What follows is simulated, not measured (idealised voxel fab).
The document below concerns the process module designated voxel capacitor over wiring.
For reference, the cross-section in this document is cut, with width 160 nm and square cells of 5 nm.
Just so we're on the same page, the cross-sections are grids of square cells, and they're listed out in bands top to bottom, each band one or more rows deep. Look at the band entry: it leads with the top's height and the bottom's height in nm. Then it lists the materials left to right, with a width in nm for each. The word "full width" on a single material says that material fills the band edge to edge. The word "empty" is empty space. Measure heights from 0. That's the level where, below it, the as-received wafer is all one material. The lowest band is bottomless and extends downward; write it as in "from 0 down". The width entry "30 to 40" should be interpreted row by row: the top row of cells in the band takes the first number, the bottom row takes the second number, and the change between adjacent rows is uniform throughout. No cell of the cross-section changed in a step that is given as "no modifications". Basically, "Closed cavity list" tells you about the enclosed voids: empty spaces with no open way to the top, 8 cells or bigger, each written width x height at distance, where distance is from the left edge, all in nm. On a step's line, text after the settings is the simulator commenting on that step. overlay nm: on a step with a mask, how far right of its planned place the mask lay; negative means left. Each of the pairs that make up the rest of this document says: here is the cross-section before one process step, here is the cross-section after it, drawn only down to the lowest band that changed, and here, under the pair, is the step lying between them with its settings. Different pairs may come from different runs of this module on the same starting wafer, so a pair continues from the pair above it only where its entry headed "Geometry before processing" says so.
# Geometry before processing
- from 80 to 70: empty 30 nm | TiN 25 nm | empty 105 nm
- from 70 to 65: empty 30 nm | Al2O3 25 nm | TiN 45 nm | empty 60 nm
- from 65 to 60: empty 25 nm | TiN 75 nm | empty 60 nm
- from 60 to 55: empty 20 nm | Ru 35 nm | Al2O3 45 nm | empty 60 nm
- from 55 to 50: empty 20 nm | Ru 35 nm | TiN 50 nm | empty 55 nm
- from 50 to 40: lowk 30 nm | Ru 15 nm | lowk 115 nm
- from 40 to 35: SiCN 30 nm | Ru 15 nm | SiCN 115 nm
- from 35 to 20: lowk 15 nm | TiN 5 nm | Ru 20 nm | TiN 5 nm | lowk 65 nm | TiN 5 nm | Ru 20 nm | TiN 5 nm | lowk 20 nm
- from 20 to 15: SiCN 15 nm | TiN 30 nm | SiCN 65 nm | TiN 30 nm | SiCN 20 nm
- from 15 to 0: SiO2 full width
- from 0 down: Si full width
- Closed cavity list: none
# As Processed
- from 95 to 80: SiO2 full width
- from 80 to 70: SiO2 30 nm | TiN 25 nm | SiO2 105 nm
- from 70 to 65: SiO2 30 nm | Al2O3 25 nm | TiN 45 nm | SiO2 60 nm
- from 65 to 60: SiO2 25 nm | TiN 75 nm | SiO2 60 nm
- from 60 to 55: SiO2 20 nm | Ru 35 nm | Al2O3 45 nm | SiO2 60 nm
- from 55 to 50: SiO2 20 nm | Ru 35 nm | TiN 50 nm | SiO2 55 nm
- Rest of section, below 50: as before.
- Closed cavity list: none
Can you say which step sits between the two cross-sections above? FILL_DEP with material SiO2, thk nm 15
Geometry before processing: the wafer arrives at this step looking as the after cross-section in the pair just above shows it.
# As Processed
- from 80 to 70: SiO2 30 nm | TiN 25 nm | SiO2 105 nm
- Rest of section, below 70: as before.
- Closed cavity list: none
Can you say which step sits between the two cross-sections above? CMP with height nm 80
Geometry before processing: the wafer arrives at this step looking as the after cross-section in the pair just above shows it.
# As Processed
- from 95 to 80: resist 40 nm | empty 15 nm | resist 105 nm
- Rest of section, below 80: as before.
- Closed cavity list: none
Can you say which step sits between the two cross-sections above? PATTERN with tone open, mask id PLUG_2, material resist, width nm 15, thk nm 15, overlay nm 0
Geometry before processing: the wafer arrives at this step looking as the after cross-section in the pair just above shows it.
# As Processed
- from 80 to 70: SiO2 30 nm | TiN 25 nm | SiO2 105 nm
- Rest of section, below 70: as before.
- Closed cavity list: none
Can you say which step sits between the two cross-sections above? STRIP with etch materials resist
Geometry before processing: the wafer arrives at this step looking as the after cross-section in the pair just above shows it.
# As Processed
- from 85 to 80: TiN full width
- Rest of section, below 80: as before.
- Closed cavity list: none
Can you say which step sits between the two cross-sections above? CONFORMAL_DEP with material TiN, thk nm 5
Geometry before processing: the wafer arrives at this step looking as the after cross-section in the pair just above shows it.
# As Processed
- from 95 to 85: Cu full width
- Rest of section, below 85: as before.
- Closed cavity list: none
Can you say which step sits between the two cross-sections above? FILL_DEP with material Cu, thk nm 10
Geometry before processing: the wafer arrives at this step looking as the after cross-section in the pair just above shows it.
# As Processed
- from 80 to 70: SiO2 30 nm | TiN 25 nm | SiO2 105 nm
- Rest of section, below 70: as before.
- Closed cavity list: none
Can you say which step sits between the two cross-sections above? CMP with height nm 80
Geometry before processing: the wafer arrives at this step looking as the after cross-section in the pair just above shows it.
# As Processed
- from 85 to 80: SiN full width
- Rest of section, below 80: as before.
- Closed cavity list: none
Can you say which step sits between the two cross-sections above? CONFORMAL_DEP with material SiN, thk nm 5
# Geometry before processing
- from 50 to 40: lowk 30 nm | Ru 15 nm | lowk 115 nm
- from 40 to 35: SiCN 30 nm | Ru 15 nm | SiCN 115 nm
- from 35 to 20: lowk 15 nm | TiN 5 nm | Ru 20 nm | TiN 5 nm | lowk 65 nm | TiN 5 nm | Ru 20 nm | TiN 5 nm | lowk 20 nm
- from 20 to 15: SiCN 15 nm | TiN 30 nm | SiCN 65 nm | TiN 30 nm | SiCN 20 nm
- from 15 to 0: SiO2 full width
- from 0 down: Si full width
- Closed cavity list: none
# As Processed
- from 55 to 50: Al2O3 full width
- Rest of section, below 50: as before.
- Closed cavity list: none
Can you say which step sits between the two cross-sections above? DIRECTIONAL_DEP with material Al2O3, thk nm 5
Geometry before processing: the wafer arrives at this step looking as the after cross-section in the pair just above shows it.
# As Processed
- from 60 to 55: TiN full width
- Rest of section, below 55: as before.
- Closed cavity list: none
Can you say which step sits between the two cross-sections above? DIRECTIONAL_DEP with material TiN, thk nm 5
Geometry before processing: the wafer arrives at this step looking as the after cross-section in the pair just above shows it.
# As Processed
- from 70 to 55: TiN full width
- Rest of section, below 55: as before.
- Closed cavity list: none
Can you say which step sits between the two cross-sections above? DIRECTIONAL_DEP with material TiN, thk nm 10
Geometry before processing: the wafer arrives at this step looking as the after cross-section in the pair just above shows it.
# As Processed
- from 70 to 60: empty 30 nm | TiN 70 nm | empty 60 nm
- Rest of section, below 60: as before.
- Closed cavity list: none
Can you say which step sits between the two cross-sections above? MASKED_ETCH with tone cover, mask id UPPER_PLATE, width nm 70, etch materials TiN, depth nm 10, overlay nm 0
Geometry before processing: the wafer arrives at this step looking as the after cross-section in the pair just above shows it.
# As Processed
- from 90 to 70: empty 25 nm | resist 80 nm | empty 55 nm
- from 70 to 60: empty 25 nm | resist 5 nm | TiN 70 nm | resist 5 nm | empty 55 nm
- Rest of section, below 60: as before.
- Closed cavity list: none
Can you say which step sits between the two cross-sections above? PATTERN with tone cover, mask id LOWER_PLATE, material resist, width nm 80, thk nm 20, overlay nm 0
Geometry before processing: the wafer arrives at this step looking as the after cross-section in the pair just above shows it.
# As Processed
- from 90 to 70: empty 25 nm | resist 80 nm | empty 55 nm
- from 70 to 60: empty 25 nm | resist 5 nm | TiN 70 nm | resist 5 nm | empty 55 nm
- from 60 to 55: empty 25 nm | TiN 80 nm | empty 55 nm
- Rest of section, below 55: as before.
- Closed cavity list: none
Can you say which step sits between the two cross-sections above? DIRECTIONAL_ETCH with etch materials TiN, depth nm 5
Geometry before processing: the wafer arrives at this step looking as the after cross-section in the pair just above shows it.
# As Processed
- from 70 to 60: empty 30 nm | TiN 70 nm | empty 60 nm
- Rest of section, below 60: as before.
- Closed cavity list: none
Can you say which step sits between the two cross-sections above? STRIP with etch materials resist
Geometry before processing: the wafer arrives at this step looking as the after cross-section in the pair just above shows it.
# As Processed
- from 85 to 70: SiO2 full width
- from 70 to 60: SiO2 30 nm | TiN 70 nm | SiO2 60 nm
- from 60 to 55: SiO2 25 nm | TiN 80 nm | SiO2 55 nm
- Rest of section, below 55: as before.
- Closed cavity list: none
Can you say which step sits between the two cross-sections above? FILL_DEP with material SiO2, thk nm 15
Geometry before processing: the wafer arrives at this step looking as the after cross-section in the pair just above shows it.
# As Processed
- from 80 to 70: SiO2 full width
- Rest of section, below 70: as before.
- Closed cavity list: none
Can you say which step sits between the two cross-sections above? CMP with height nm 80
Geometry before processing: the wafer arrives at this step looking as the after cross-section in the pair just above shows it.
# As Processed
- from 95 to 80: resist 40 nm | empty 15 nm | resist 105 nm
- Rest of section, below 80: as before.
- Closed cavity list: none
Can you say which step sits between the two cross-sections above? PATTERN with tone open, mask id PLUG_2, material resist, width nm 15, thk nm 15, overlay nm 0
Geometry before processing: the wafer arrives at this step looking as the after cross-section in the pair just above shows it.
# As Processed
- from 95 to 80: resist 40 nm | empty 15 nm | resist 105 nm
- from 80 to 70: SiO2 40 nm | empty 15 nm | SiO2 105 nm
- Rest of section, below 70: as before.
- Closed cavity list: none
Can you say which step sits between the two cross-sections above? DIRECTIONAL_ETCH with etch materials SiO2, depth nm 10
Geometry before processing: the wafer arrives at this step looking as the after cross-section in the pair just above shows it.
# As Processed
- from 80 to 70: SiO2 40 nm | empty 15 nm | SiO2 105 nm
- Rest of section, below 70: as before.
- Closed cavity list: none
Can you say which step sits between the two cross-sections above? STRIP with etch materials resist
Geometry before processing: the wafer arrives at this step looking as the after cross-section in the pair just above shows it.
# As Processed
- from 85 to 80: TiN 45 nm | empty 5 nm | TiN 110 nm
- from 80 to 75: SiO2 40 nm | TiN 5 nm | empty 5 nm | TiN 5 nm | SiO2 105 nm
- from 75 to 70: SiO2 40 nm | TiN 15 nm | SiO2 105 nm
- Rest of section, below 70: as before.
- Closed cavity list: none
Can you say which step sits between the two cross-sections above? CONFORMAL_DEP with material TiN, thk nm 5
Geometry before processing: the wafer arrives at this step looking as the after cross-section in the pair just above shows it.
# As Processed
- from 95 to 85: Cu full width
- from 85 to 80: TiN 45 nm | Cu 5 nm | TiN 110 nm
- from 80 to 75: SiO2 40 nm | TiN 5 nm | Cu 5 nm | TiN 5 nm | SiO2 105 nm
- Rest of section, below 75: as before.
- Closed cavity list: none
Can you say which step sits between the two cross-sections above? FILL_DEP with material Cu, thk nm 10
Geometry before processing: the wafer arrives at this step looking as the after cross-section in the pair just above shows it.
# As Processed
- from 80 to 75: SiO2 40 nm | TiN 5 nm | Cu 5 nm | TiN 5 nm | SiO2 105 nm
- Rest of section, below 75: as before.
- Closed cavity list: none
Can you say which step sits between the two cross-sections above? CMP with height nm 80
Geometry before processing: the wafer arrives at this step looking as the after cross-section in the pair just above shows it.
# As Processed
- from 85 to 80: SiN full width
- Rest of section, below 80: as before.
- Closed cavity list: none
Can you say which step sits between the two cross-sections above? CONFORMAL_DEP with material SiN, thk nm 5
# Geometry before processing
- from 95 to 85: Cu full width
- from 85 to 80: TiN 45 nm | Cu 5 nm | TiN 110 nm
- from 80 to 75: SiO2 40 nm | TiN 5 nm | Cu 5 nm | TiN 5 nm | SiO2 105 nm
- from 75 to 70: SiO2 40 nm | TiN 15 nm | SiO2 105 nm
- from 70 to 60: SiO2 30 nm | TiN 70 nm | SiO2 60 nm
- from 60 to 55: SiO2 30 nm | Al2O3 70 nm | SiO2 60 nm
- from 55 to 50: SiO2 25 nm | TiN 80 nm | SiO2 55 nm
- from 50 to 40: lowk 30 nm | Ru 15 nm | lowk 115 nm
- from 40 to 35: SiCN 30 nm | Ru 15 nm | SiCN 115 nm
- from 35 to 20: lowk 15 nm | TiN 5 nm | Ru 20 nm | TiN 5 nm | lowk 65 nm | TiN 5 nm | Ru 20 nm | TiN 5 nm | lowk 20 nm
- from 20 to 15: SiCN 15 nm | TiN 30 nm | SiCN 65 nm | TiN 30 nm | SiCN 20 nm
- from 15 to 0: SiO2 full width
- from 0 down: Si full width
- Closed cavity list: none
# As Processed
- from 90 to 85: Cu full width
- Rest of section, below 85: as before.
- Closed cavity list: none
Can you say which step sits between the two cross-sections above? CMP with height nm 90
Geometry before processing: the wafer arrives at this step looking as the after cross-section in the pair just above shows it.
# As Processed
- from 95 to 90: SiN full width
- Rest of section, below 90: as before.
- Closed cavity list: none
Can you say which step sits between the two cross-sections above? CONFORMAL_DEP with material SiN, thk nm 5
# Geometry before processing
- from 80 to 70: SiO2 full width
- from 70 to 60: SiO2 30 nm | TiN 70 nm | SiO2 60 nm
- from 60 to 55: SiO2 30 nm | Al2O3 70 nm | SiO2 60 nm
- from 55 to 50: SiO2 25 nm | TiN 80 nm | SiO2 55 nm
- from 50 to 40: lowk 30 nm | Ru 15 nm | lowk 115 nm
- from 40 to 35: SiCN 30 nm | Ru 15 nm | SiCN 115 nm
- from 35 to 20: lowk 15 nm | TiN 5 nm | Ru 20 nm | TiN 5 nm | lowk 65 nm | TiN 5 nm | Ru 20 nm | TiN 5 nm | lowk 20 nm
- from 20 to 15: SiCN 15 nm | TiN 30 nm | SiCN 65 nm | TiN 30 nm | SiCN 20 nm
- from 15 to 0: SiO2 full width
- from 0 down: Si full width
- Closed cavity list: none
# As Processed
- from 95 to 80: resist 35 nm | empty 25 nm | resist 100 nm
- Rest of section, below 80: as before.
- Closed cavity list: none
Can you say which step sits between the two cross-sections above? PATTERN with tone open, mask id PLUG_2, material resist, width nm 25, thk nm 15, overlay nm 0
Geometry before processing: the wafer arrives at this step looking as the after cross-section in the pair just above shows it.
# As Processed
- from 95 to 80: resist 35 nm | empty 25 nm | resist 100 nm
- from 80 to 70: SiO2 35 nm | empty 25 nm | SiO2 100 nm
- Rest of section, below 70: as before.
- Closed cavity list: none
Can you say which step sits between the two cross-sections above? DIRECTIONAL_ETCH with etch materials SiO2, depth nm 10
Geometry before processing: the wafer arrives at this step looking as the after cross-section in the pair just above shows it.
# As Processed
- from 80 to 70: SiO2 35 nm | empty 25 nm | SiO2 100 nm
- Rest of section, below 70: as before.
- Closed cavity list: none
Can you say which step sits between the two cross-sections above? STRIP with etch materials resist
Geometry before processing: the wafer arrives at this step looking as the after cross-section in the pair just above shows it.
# As Processed
- from 85 to 80: TiN 40 nm | empty 15 nm | TiN 105 nm
- from 80 to 75: SiO2 35 nm | TiN 5 nm | empty 15 nm | TiN 5 nm | SiO2 100 nm
- from 75 to 70: SiO2 35 nm | TiN 25 nm | SiO2 100 nm
- Rest of section, below 70: as before.
- Closed cavity list: none
Can you say which step sits between the two cross-sections above? CONFORMAL_DEP with material TiN, thk nm 5
Geometry before processing: the wafer arrives at this step looking as the after cross-section in the pair just above shows it.
# As Processed
- from 95 to 85: Cu full width
- from 85 to 80: TiN 40 nm | Cu 15 nm | TiN 105 nm
- from 80 to 75: SiO2 35 nm | TiN 5 nm | Cu 15 nm | TiN 5 nm | SiO2 100 nm
- Rest of section, below 75: as before.
- Closed cavity list: none
Can you say which step sits between the two cross-sections above? FILL_DEP with material Cu, thk nm 10
Geometry before processing: the wafer arrives at this step looking as the after cross-section in the pair just above shows it.
# As Processed
- from 80 to 75: SiO2 35 nm | TiN 5 nm | Cu 15 nm | TiN 5 nm | SiO2 100 nm
- Rest of section, below 75: as before.
- Closed cavity list: none
Can you say which step sits between the two cross-sections above? CMP with height nm 80
Geometry before processing: the wafer arrives at this step looking as the after cross-section in the pair just above shows it.
# As Processed
- from 85 to 80: SiN full width
- Rest of section, below 80: as before.
- Closed cavity list: none
Can you say which step sits between the two cross-sections above? CONFORMAL_DEP with material SiN, thk nm 5
# Geometry before processing
- from 70 to 60: TiN full width
- from 60 to 55: Al2O3 full width
- from 55 to 50: TiN full width
- from 50 to 40: lowk 30 nm | Ru 15 nm | lowk 115 nm
- from 40 to 35: SiCN 30 nm | Ru 15 nm | SiCN 115 nm
- from 35 to 20: lowk 15 nm | TiN 5 nm | Ru 20 nm | TiN 5 nm | lowk 65 nm | TiN 5 nm | Ru 20 nm | TiN 5 nm | lowk 20 nm
- from 20 to 15: SiCN 15 nm | TiN 30 nm | SiCN 65 nm | TiN 30 nm | SiCN 20 nm
- from 15 to 0: SiO2 full width
- from 0 down: Si full width
- Closed cavity list: none
# As Processed
- from 70 to 60: empty 40 nm | TiN 70 nm | empty 50 nm
- Rest of section, below 60: as before.
- Closed cavity list: none
Can you say which step sits between the two cross-sections above? MASKED_ETCH with tone cover, mask id UPPER_PLATE, width nm 70, etch materials TiN, depth nm 10, overlay nm 10
Geometry before processing: the wafer arrives at this step looking as the after cross-section in the pair just above shows it.
# As Processed
- from 70 to 60: empty 40 nm | TiN 70 nm | empty 50 nm
- from 60 to 55: empty 30 nm | Al2O3 80 nm | empty 50 nm
- Rest of section, below 55: as before.
- Closed cavity list: none
Can you say which step sits between the two cross-sections above? MASKED_ETCH with tone cover, mask id UPPER_PLATE, width nm 70, etch materials Al2O3, depth nm 5, overlay nm 0
Geometry before processing: the wafer arrives at this step looking as the after cross-section in the pair just above shows it.
# As Processed
- from 90 to 70: empty 25 nm | resist 80 nm | empty 55 nm
- from 70 to 60: empty 25 nm | resist 15 nm | TiN 70 nm | empty 50 nm
- from 60 to 55: empty 25 nm | resist 5 nm | Al2O3 80 nm | empty 50 nm
- Rest of section, below 55: as before.
- Closed cavity list: none
Can you say which step sits between the two cross-sections above? PATTERN with tone cover, mask id LOWER_PLATE, material resist, width nm 80, thk nm 20, overlay nm 0
Geometry before processing: the wafer arrives at this step looking as the after cross-section in the pair just above shows it.
# As Processed
- from 90 to 70: empty 25 nm | resist 80 nm | empty 55 nm
- from 70 to 60: empty 25 nm | resist 15 nm | TiN 65 to 70 nm | empty 55 to 50 nm
- from 60 to 55: empty 25 nm | resist 5 nm | Al2O3 80 nm | empty 50 nm
- from 55 to 50: empty 25 nm | TiN 85 nm | empty 50 nm
- Rest of section, below 50: as before.
- Closed cavity list: none
Can you say which step sits between the two cross-sections above? DIRECTIONAL_ETCH with etch materials TiN, depth nm 5
Geometry before processing: the wafer arrives at this step looking as the after cross-section in the pair just above shows it.
# As Processed
- from 70 to 60: empty 40 nm | TiN 65 to 70 nm | empty 55 to 50 nm
- from 60 to 55: empty 30 nm | Al2O3 80 nm | empty 50 nm
- Rest of section, below 55: as before.
- Closed cavity list: none
Can you say which step sits between the two cross-sections above? STRIP with etch materials resist
Geometry before processing: the wafer arrives at this step looking as the after cross-section in the pair just above shows it.
# As Processed
- from 85 to 70: SiO2 full width
- from 70 to 60: SiO2 40 nm | TiN 65 to 70 nm | SiO2 55 to 50 nm
- from 60 to 55: SiO2 30 nm | Al2O3 80 nm | SiO2 50 nm
- from 55 to 50: SiO2 25 nm | TiN 85 nm | SiO2 50 nm
- Rest of section, below 50: as before.
- Closed cavity list: none
Can you say which step sits between the two cross-sections above? FILL_DEP with material SiO2, thk nm 15
Geometry before processing: the wafer arrives at this step looking as the after cross-section in the pair just above shows it.
# As Processed
- from 80 to 70: SiO2 full width
- Rest of section, below 70: as before.
- Closed cavity list: none
Can you say which step sits between the two cross-sections above? CMP with height nm 80
Geometry before processing: the wafer arrives at this step looking as the after cross-section in the pair just above shows it.
# As Processed
- from 95 to 80: resist 40 nm | empty 15 nm | resist 105 nm
- Rest of section, below 80: as before.
- Closed cavity list: none
Can you say which step sits between the two cross-sections above? PATTERN with tone open, mask id PLUG_2, material resist, width nm 15, thk nm 15, overlay nm 0
Geometry before processing: the wafer arrives at this step looking as the after cross-section in the pair just above shows it.
# As Processed
- from 95 to 80: resist 40 nm | empty 15 nm | resist 105 nm
- from 80 to 70: SiO2 40 nm | empty 15 nm | SiO2 105 nm
- Rest of section, below 70: as before.
- Closed cavity list: none
Can you say which step sits between the two cross-sections above? DIRECTIONAL_ETCH with etch materials SiO2, depth nm 10
Geometry before processing: the wafer arrives at this step looking as the after cross-section in the pair just above shows it.
# As Processed
- from 80 to 70: SiO2 40 nm | empty 15 nm | SiO2 105 nm
- Rest of section, below 70: as before.
- Closed cavity list: none
Can you say which step sits between the two cross-sections above? STRIP with etch materials resist
Geometry before processing: the wafer arrives at this step looking as the after cross-section in the pair just above shows it.
# As Processed
- from 85 to 80: TiN 45 nm | empty 5 nm | TiN 110 nm
- from 80 to 75: SiO2 40 nm | TiN 5 nm | empty 5 nm | TiN 5 nm | SiO2 105 nm
- from 75 to 65: SiO2 40 nm | TiN 15 to 65 nm | SiO2 105 to 55 nm
- Rest of section, below 65: as before.
- Closed cavity list: none
Can you say which step sits between the two cross-sections above? CONFORMAL_DEP with material TiN, thk nm 5
Geometry before processing: the wafer arrives at this step looking as the after cross-section in the pair just above shows it.
# As Processed
- from 95 to 85: Cu full width
- from 85 to 80: TiN 45 nm | Cu 5 nm | TiN 110 nm
- from 80 to 75: SiO2 40 nm | TiN 5 nm | Cu 5 nm | TiN 5 nm | SiO2 105 nm
- Rest of section, below 75: as before.
- Closed cavity list: none
Can you say which step sits between the two cross-sections above? FILL_DEP with material Cu, thk nm 10
Geometry before processing: the wafer arrives at this step looking as the after cross-section in the pair just above shows it.
# As Processed
- from 80 to 75: SiO2 40 nm | TiN 5 nm | Cu 5 nm | TiN 5 nm | SiO2 105 nm
- Rest of section, below 75: as before.
- Closed cavity list: none
Can you say which step sits between the two cross-sections above? CMP with height nm 80
Geometry before processing: the wafer arrives at this step looking as the after cross-section in the pair just above shows it.
# As Processed
- from 85 to 80: SiN full width
- Rest of section, below 80: as before.
- Closed cavity list: none
Can you say which step sits between the two cross-sections above? CONFORMAL_DEP with material SiN, thk nm 5
# Geometry before processing
- from 15 to 0: SiO2 full width
- from 0 down: Si full width
- Closed cavity list: none
# As Processed
- from 20 to 15: Cu full width
- Rest of section, below 15: as before.
- Closed cavity list: none
Can you say which step sits between the two cross-sections above? CONFORMAL_DEP with material Cu, thk nm 5
Geometry before processing: the wafer arrives at this step looking as the after cross-section in the pair just above shows it.
# As Processed
- from 35 to 20: lowk full width
- Rest of section, below 20: as before.
- Closed cavity list: none
Can you say which step sits between the two cross-sections above? DIRECTIONAL_DEP with material lowk, thk nm 15
Geometry before processing: the wafer arrives at this step looking as the after cross-section in the pair just above shows it.
# As Processed
- from 55 to 35: resist 15 nm | empty 30 nm | resist 65 nm | empty 30 nm | resist 20 nm
- Rest of section, below 35: as before.
- Closed cavity list: none
Can you say which step sits between the two cross-sections above? PATTERN with tone open, mask id METAL_1, material resist, width nm 30, pitch nm 95, thk nm 20, overlay nm 0
Geometry before processing: the wafer arrives at this step looking as the after cross-section in the pair just above shows it.
# As Processed
- from 55 to 35: resist 15 nm | empty 30 nm | resist 65 nm | empty 30 nm | resist 20 nm
- from 35 to 20: lowk 15 nm | empty 30 nm | lowk 65 nm | empty 30 nm | lowk 20 nm
- Rest of section, below 20: as before.
- Closed cavity list: none
Can you say which step sits between the two cross-sections above? DIRECTIONAL_ETCH with etch materials lowk, depth nm 15
Geometry before processing: the wafer arrives at this step looking as the after cross-section in the pair just above shows it.
# As Processed
- from 35 to 20: lowk 15 nm | empty 30 nm | lowk 65 nm | empty 30 nm | lowk 20 nm
- Rest of section, below 20: as before.
- Closed cavity list: none
Can you say which step sits between the two cross-sections above? STRIP with etch materials resist
Geometry before processing: the wafer arrives at this step looking as the after cross-section in the pair just above shows it.
# As Processed
- from 40 to 35: TiN 20 nm | empty 20 nm | TiN 75 nm | empty 20 nm | TiN 25 nm
- from 35 to 25: lowk 15 nm | TiN 5 nm | empty 20 nm | TiN 5 nm | lowk 65 nm | TiN 5 nm | empty 20 nm | TiN 5 nm | lowk 20 nm
- from 25 to 20: lowk 15 nm | TiN 30 nm | lowk 65 nm | TiN 30 nm | lowk 20 nm
- Rest of section, below 20: as before.
- Closed cavity list: none
Can you say which step sits between the two cross-sections above? CONFORMAL_DEP with material TiN, thk nm 5
Geometry before processing: the wafer arrives at this step looking as the after cross-section in the pair just above shows it.
# As Processed
- from 50 to 40: Ru full width
- from 40 to 35: TiN 20 nm | Ru 20 nm | TiN 75 nm | Ru 20 nm | TiN 25 nm
- from 35 to 25: lowk 15 nm | TiN 5 nm | Ru 20 nm | TiN 5 nm | lowk 65 nm | TiN 5 nm | Ru 20 nm | TiN 5 nm | lowk 20 nm
- Rest of section, below 25: as before.
- Closed cavity list: none
Can you say which step sits between the two cross-sections above? FILL_DEP with material Ru, thk nm 10
Geometry before processing: the wafer arrives at this step looking as the after cross-section in the pair just above shows it.
# As Processed
- from 35 to 25: lowk 15 nm | TiN 5 nm | Ru 20 nm | TiN 5 nm | lowk 65 nm | TiN 5 nm | Ru 20 nm | TiN 5 nm | lowk 20 nm
- Rest of section, below 25: as before.
- Closed cavity list: none
Can you say which step sits between the two cross-sections above? CMP with height nm 35
Geometry before processing: the wafer arrives at this step looking as the after cross-section in the pair just above shows it.
# As Processed
- from 40 to 35: SiCN full width
- Rest of section, below 35: as before.
- Closed cavity list: none
Can you say which step sits between the two cross-sections above? CONFORMAL_DEP with material SiCN, thk nm 5
Geometry before processing: the wafer arrives at this step looking as the after cross-section in the pair just above shows it.
# As Processed
- from 50 to 40: lowk full width
- Rest of section, below 40: as before.
- Closed cavity list: none
Can you say which step sits between the two cross-sections above? DIRECTIONAL_DEP with material lowk, thk nm 10
Geometry before processing: the wafer arrives at this step looking as the after cross-section in the pair just above shows it.
# As Processed
- from 50 to 40: lowk 30 nm | empty 15 nm | lowk 115 nm
- Rest of section, below 40: as before.
- Closed cavity list: none
Can you say which step sits between the two cross-sections above? MASKED_ETCH with tone open, mask id PLUG_1, width nm 15, etch materials lowk, depth nm 10, overlay nm 0
Geometry before processing: the wafer arrives at this step looking as the after cross-section in the pair just above shows it.
# As Processed
- from 50 to 40: lowk 30 nm | empty 15 nm | lowk 115 nm
- from 40 to 35: SiCN 30 nm | empty 15 nm | SiCN 115 nm
- Rest of section, below 35: as before.
- Closed cavity list: none
Can you say which step sits between the two cross-sections above? MASKED_ETCH with tone open, mask id PLUG_1, width nm 15, etch materials SiCN, depth nm 5, overlay nm 0
Geometry before processing: the wafer arrives at this step looking as the after cross-section in the pair just above shows it.
# As Processed
- from 50 to 45: lowk 30 nm | empty 15 nm | lowk 115 nm
- from 45 to 40: lowk 30 nm | Ru 15 nm | lowk 115 nm
- from 40 to 35: SiCN 30 nm | Ru 15 nm | SiCN 115 nm
- Rest of section, below 35: as before.
- Closed cavity list: none
Can you say which step sits between the two cross-sections above? EPI with material Ru, thk nm 10
Geometry before processing: the wafer arrives at this step looking as the after cross-section in the pair just above shows it.
# As Processed
- from 50 to 40: lowk 30 nm | Ru 15 nm | lowk 115 nm
- Rest of section, below 40: as before.
- Closed cavity list: none
Can you say which step sits between the two cross-sections above? EPI with material Ru, thk nm 5
Geometry before processing: the wafer arrives at this step looking as the after cross-section in the pair just above shows it.
# As Processed
- from 55 to 50: TiN full width
- Rest of section, below 50: as before.
- Closed cavity list: none
Can you say which step sits between the two cross-sections above? DIRECTIONAL_DEP with material TiN, thk nm 5
Geometry before processing: the wafer arrives at this step looking as the after cross-section in the pair just above shows it.
# As Processed
- from 60 to 55: Al2O3 full width
- Rest of section, below 55: as before.
- Closed cavity list: none
Can you say which step sits between the two cross-sections above? DIRECTIONAL_DEP with material Al2O3, thk nm 5
Geometry before processing: the wafer arrives at this step looking as the after cross-section in the pair just above shows it.
# As Processed
- from 70 to 60: TiN full width
- Rest of section, below 60: as before.
- Closed cavity list: none
Can you say which step sits between the two cross-sections above? DIRECTIONAL_DEP with material TiN, thk nm 10
Geometry before processing: the wafer arrives at this step looking as the after cross-section in the pair just above shows it.
# As Processed
- from 70 to 60: empty 30 nm | TiN 70 nm | empty 60 nm
- Rest of section, below 60: as before.
- Closed cavity list: none
Can you say which step sits between the two cross-sections above? MASKED_ETCH with tone cover, mask id UPPER_PLATE, width nm 70, etch materials TiN, depth nm 10, overlay nm 0
Geometry before processing: the wafer arrives at this step looking as the after cross-section in the pair just above shows it.
# As Processed
- from 70 to 60: empty 30 nm | TiN 70 nm | empty 60 nm
- from 60 to 55: empty 30 nm | Al2O3 70 nm | empty 60 nm
- Rest of section, below 55: as before.
- Closed cavity list: none
Can you say which step sits between the two cross-sections above? MASKED_ETCH with tone cover, mask id UPPER_PLATE, width nm 70, etch materials Al2O3, depth nm 5, overlay nm 0
Geometry before processing: the wafer arrives at this step looking as the after cross-section in the pair just above shows it.
# As Processed
- from 90 to 70: empty 25 nm | resist 80 nm | empty 55 nm
- from 70 to 60: empty 25 nm | resist 5 nm | TiN 70 nm | resist 5 nm | empty 55 nm
- from 60 to 55: empty 25 nm | resist 5 nm | Al2O3 70 nm | resist 5 nm | empty 55 nm
- Rest of section, below 55: as before.
- Closed cavity list: none
Can you say which step sits between the two cross-sections above? PATTERN with tone cover, mask id LOWER_PLATE, material resist, width nm 80, thk nm 20, overlay nm 0
Geometry before processing: the wafer arrives at this step looking as the after cross-section in the pair just above shows it.
# As Processed
- from 90 to 70: empty 25 nm | resist 80 nm | empty 55 nm
- from 70 to 60: empty 25 nm | resist 5 nm | TiN 70 nm | resist 5 nm | empty 55 nm
- from 60 to 55: empty 25 nm | resist 5 nm | Al2O3 70 nm | resist 5 nm | empty 55 nm
- from 55 to 50: empty 25 nm | TiN 80 nm | empty 55 nm
- Rest of section, below 50: as before.
- Closed cavity list: none
Can you say which step sits between the two cross-sections above? DIRECTIONAL_ETCH with etch materials TiN, depth nm 5
Geometry before processing: the wafer arrives at this step looking as the after cross-section in the pair just above shows it.
# As Processed
- from 70 to 60: empty 30 nm | TiN 70 nm | empty 60 nm
- from 60 to 55: empty 30 nm | Al2O3 70 nm | empty 60 nm
- Rest of section, below 55: as before.
- Closed cavity list: none
Can you say which step sits between the two cross-sections above? STRIP with etch materials resist
Geometry before processing: the wafer arrives at this step looking as the after cross-section in the pair just above shows it.
# As Processed
- from 85 to 70: SiO2 full width
- from 70 to 60: SiO2 30 nm | TiN 70 nm | SiO2 60 nm
- from 60 to 55: SiO2 30 nm | Al2O3 70 nm | SiO2 60 nm
- from 55 to 50: SiO2 25 nm | TiN 80 nm | SiO2 55 nm
- Rest of section, below 50: as before.
- Closed cavity list: none
Can you say which step sits between the two cross-sections above? FILL_DEP with material SiO2, thk nm 15
Geometry before processing: the wafer arrives at this step looking as the after cross-section in the pair just above shows it.
# As Processed
- from 80 to 70: SiO2 full width
- Rest of section, below 70: as before.
- Closed cavity list: none
Can you say which step sits between the two cross-sections above? CMP with height nm 80
Geometry before processing: the wafer arrives at this step looking as the after cross-section in the pair just above shows it.
# As Processed
- from 95 to 80: resist 40 nm | empty 15 nm | resist 105 nm
- Rest of section, below 80: as before.
- Closed cavity list: none
Can you say which step sits between the two cross-sections above? PATTERN with tone open, mask id PLUG_2, material resist, width nm 15, thk nm 15, overlay nm 0
